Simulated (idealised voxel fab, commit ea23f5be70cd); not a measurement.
Process module, titled voxel quadruple lines
This is section cut - it's 285 nm across, gridded in 5 nm square cells.
Heads up, the way a cross-section reads in here is a grid of square cells, handed over as bands from the top down, with every band being one or more rows of cells.
Top height, bottom height, nm. Materials left to right, width each, nm. Single material + "throughout" = fills band edge to edge. "air" = empty.
A quick word on heights: they are counted from 0, and under that level the wafer as it came to us is one material throughout. The lowest band is different from the rest in having no bottom; it simply continues downward, written as in "from 0 down".
Width "30..40": first value at the band's top row of cells, second value at its bottom row, equal change from row to row.
Where the words "no modification" appear for a step, the cross-section shows no cell changed by that step; every cell remained as before.
Closed empty spaces (no open way to the top) of 8 cells or more are what "Closed void catalog" lists, each as width x height at distance from the left edge, nm for all three.
Note: text after step settings on the step line = simulator remark on that step.
Each step line may optionally specify "overlay nm", which for a step with a mask gives the rightward distance between the mask's planned place and where it lay, a negative value indicating the leftward direction.

[Below is the list of planned process steps]
1 RECEIVE | material Si
2 CONFORMAL_DEP | material SiO2 | thk nm 10
3 DIRECTIONAL_DEP | material TiN | thk nm 10
4 DIRECTIONAL_DEP | material polySi | thk nm 15
5 DIRECTIONAL_DEP | material aC | thk nm 25
6 PATTERN | tone cover | mask id MANDREL | material resist | width nm 25 | thk nm 35 | overlay nm 0
7 DIRECTIONAL_ETCH | etch materials aC | depth nm 25
8 STRIP | etch materials resist
9 CONFORMAL_DEP | material SiO2 | thk nm 15
10 DIRECTIONAL_ETCH | etch materials SiO2 | depth nm 15
11 STRIP | etch materials aC
12 DIRECTIONAL_ETCH | etch materials polySi | depth nm 15
13 STRIP | etch materials SiO2
14 CONFORMAL_DEP | material SiN | thk nm 5
15 DIRECTIONAL_ETCH | etch materials SiN | depth nm 5
16 STRIP | etch materials polySi
17 DIRECTIONAL_ETCH | etch materials TiN | depth nm 10
18 STRIP | etch materials SiN

[First of two wafers, processed according to plan]

[As received (post step 1): cross-section]
* from 0 down  Si throughout
* Closed void catalog: none

[Cross-sectional representation of the wafer at the conclusion of step 2]
* from 10 to 0  SiO2 throughout
* Note: structure below 0 unchanged.

[Cross-sectional representation of the wafer at the conclusion of step 3]
* from 20 to 10  TiN throughout
* Note: structure below 10 unchanged.

[Cross-sectional representation of the wafer at the conclusion of step 4]
* from 35 to 20  polySi throughout
* Note: structure below 20 unchanged.

[Cross-sectional representation of the wafer at the conclusion of step 5]
* from 60 to 35  aC throughout
* Note: structure below 35 unchanged.

[Cross-sectional representation of the wafer at the conclusion of step 6]
* from 95 to 60  130 nm air  25 nm resist  130 nm air
* Note: structure below 60 unchanged.

[Cross-sectional representation of the wafer at the conclusion of step 7]
* from 70 to 60  130 nm air  25 nm resist  130 nm air
* from 60 to 35  130 nm air  25 nm aC  130 nm air
* Note: structure below 35 unchanged.

[Cross-sectional representation of the wafer at the conclusion of step 8]
* from 60 to 35  130 nm air  25 nm aC  130 nm air
* Note: structure below 35 unchanged.

[Cross-sectional representation of the wafer at the conclusion of step 9]
* from 75 to 60  115 nm air  55 nm SiO2  115 nm air
* from 60 to 50  115 nm air  15 nm SiO2  25 nm aC  15 nm SiO2  115 nm air
* from 50 to 35  130 nm SiO2  25 nm aC  130 nm SiO2
* Note: structure below 35 unchanged.

[Cross-sectional representation of the wafer at the conclusion of step 10]
* from 60 to 35  115 nm air  15 nm SiO2  25 nm aC  15 nm SiO2  115 nm air
* Note: structure below 35 unchanged.

[Cross-sectional representation of the wafer at the conclusion of step 11]
* from 60 to 35  115 nm air  15 nm SiO2  25 nm air  15 nm SiO2  115 nm air
* Note: structure below 35 unchanged.

[Cross-sectional representation of the wafer at the conclusion of step 12]
* from 60 to 35  115 nm air  15 nm SiO2  25 nm air  15 nm SiO2  115 nm air
* from 35 to 20  115 nm air  15 nm polySi  25 nm air  15 nm polySi  115 nm air
* Note: structure below 20 unchanged.

[Cross-sectional representation of the wafer at the conclusion of step 13]
* from 35 to 20  115 nm air  15 nm polySi  25 nm air  15 nm polySi  115 nm air
* Note: structure below 20 unchanged.

[Cross-sectional representation of the wafer at the conclusion of step 14]
* from 40 to 35  110 nm air  25 nm SiN  15 nm air  25 nm SiN  110 nm air
* from 35 to 25  110 nm air  5 nm SiN  15 nm polySi  5 nm SiN  15 nm air  5 nm SiN  15 nm polySi  5 nm SiN  110 nm air
* from 25 to 20  115 nm SiN  15 nm polySi  25 nm SiN  15 nm polySi  115 nm SiN
* Note: structure below 20 unchanged.

[Cross-sectional representation of the wafer at the conclusion of step 15]
* from 35 to 20  110 nm air  5 nm SiN  15 nm polySi  5 nm SiN  15 nm air  5 nm SiN  15 nm polySi  5 nm SiN  110 nm air
* Note: structure below 20 unchanged.

[Cross-sectional representation of the wafer at the conclusion of step 16]
* from 35 to 20  110 nm air  5 nm SiN  15 nm air  5 nm SiN  15 nm air  5 nm SiN  15 nm air  5 nm SiN  110 nm air
* Note: structure below 20 unchanged.

[Cross-sectional representation of the wafer at the conclusion of step 17]
* from 35 to 20  110 nm air  5 nm SiN  15 nm air  5 nm SiN  15 nm air  5 nm SiN  15 nm air  5 nm SiN  110 nm air
* from 20 to 10  110 nm air  5 nm TiN  15 nm air  5 nm TiN  15 nm air  5 nm TiN  15 nm air  5 nm TiN  110 nm air
* Note: structure below 10 unchanged.

[Cross-sectional representation of the wafer at the conclusion of step 18]
* from 20 to 10  110 nm air  5 nm TiN  15 nm air  5 nm TiN  15 nm air  5 nm TiN  15 nm air  5 nm TiN  110 nm air
* Note: structure below 10 unchanged.

[Wafer two. Identical start, identical plan. One mistake in execution. Identical history through step 5]

[Cross-sectional representation of the second wafer at the time designated in the plan for the completion of step 6]
* from 95 to 60  120 nm air  25 nm resist  140 nm air
* Note: structure below 60 unchanged.

[Cross-sectional representation of the second wafer at the time designated in the plan for the completion of step 7]
* from 70 to 60  120 nm air  25 nm resist  140 nm air
* from 60 to 35  120 nm air  25 nm aC  140 nm air
* Note: structure below 35 unchanged.

[Cross-sectional representation of the second wafer at the time designated in the plan for the completion of step 8]
* from 60 to 35  120 nm air  25 nm aC  140 nm air
* Note: structure below 35 unchanged.

[Cross-sectional representation of the second wafer at the time designated in the plan for the completion of step 9]
* from 75 to 60  105 nm air  55 nm SiO2  125 nm air
* from 60 to 50  105 nm air  15 nm SiO2  25 nm aC  15 nm SiO2  125 nm air
* from 50 to 35  120 nm SiO2  25 nm aC  140 nm SiO2
* Note: structure below 35 unchanged.

[Cross-sectional representation of the second wafer at the time designated in the plan for the completion of step 10]
* from 60 to 35  105 nm air  15 nm SiO2  25 nm aC  15 nm SiO2  125 nm air
* Note: structure below 35 unchanged.

[Cross-sectional representation of the second wafer at the time designated in the plan for the completion of step 11]
* from 60 to 35  105 nm air  15 nm SiO2  25 nm air  15 nm SiO2  125 nm air
* Note: structure below 35 unchanged.

[Cross-sectional representation of the second wafer at the time designated in the plan for the completion of step 12]
* from 60 to 35  105 nm air  15 nm SiO2  25 nm air  15 nm SiO2  125 nm air
* from 35 to 20  105 nm air  15 nm polySi  25 nm air  15 nm polySi  125 nm air
* Note: structure below 20 unchanged.

[Cross-sectional representation of the second wafer at the time designated in the plan for the completion of step 13]
* from 35 to 20  105 nm air  15 nm polySi  25 nm air  15 nm polySi  125 nm air
* Note: structure below 20 unchanged.

[Cross-sectional representation of the second wafer at the time designated in the plan for the completion of step 14]
* from 40 to 35  100 nm air  25 nm SiN  15 nm air  25 nm SiN  120 nm air
* from 35 to 25  100 nm air  5 nm SiN  15 nm polySi  5 nm SiN  15 nm air  5 nm SiN  15 nm polySi  5 nm SiN  120 nm air
* from 25 to 20  105 nm SiN  15 nm polySi  25 nm SiN  15 nm polySi  125 nm SiN
* Note: structure below 20 unchanged.

[Cross-sectional representation of the second wafer at the time designated in the plan for the completion of step 15]
* from 35 to 20  100 nm air  5 nm SiN  15 nm polySi  5 nm SiN  15 nm air  5 nm SiN  15 nm polySi  5 nm SiN  120 nm air
* Note: structure below 20 unchanged.

[Cross-sectional representation of the second wafer at the time designated in the plan for the completion of step 16]
* from 35 to 20  100 nm air  5 nm SiN  15 nm air  5 nm SiN  15 nm air  5 nm SiN  15 nm air  5 nm SiN  120 nm air
* Note: structure below 20 unchanged.

[Cross-sectional representation of the second wafer at the time designated in the plan for the completion of step 17]
* from 35 to 20  100 nm air  5 nm SiN  15 nm air  5 nm SiN  15 nm air  5 nm SiN  15 nm air  5 nm SiN  120 nm air
* from 20 to 10  100 nm air  5 nm TiN  15 nm air  5 nm TiN  15 nm air  5 nm TiN  15 nm air  5 nm TiN  120 nm air
* Note: structure below 10 unchanged.

[Cross-sectional representation of the second wafer at the time designated in the plan for the completion of step 18]
* from 20 to 10  100 nm air  5 nm TiN  15 nm air  5 nm TiN  15 nm air  5 nm TiN  15 nm air  5 nm TiN  120 nm air
* Note: structure below 10 unchanged.
It is concluded that the wafer was processed incorrectly with respect to the plan, in that step 6: run off-plan, actual operation and settings PATTERN | tone cover | mask id MANDREL | material resist | width nm 25 | thk nm 35 | overlay nm -10
at the end the second wafer has, in cells: as many of each material as the first, in other places
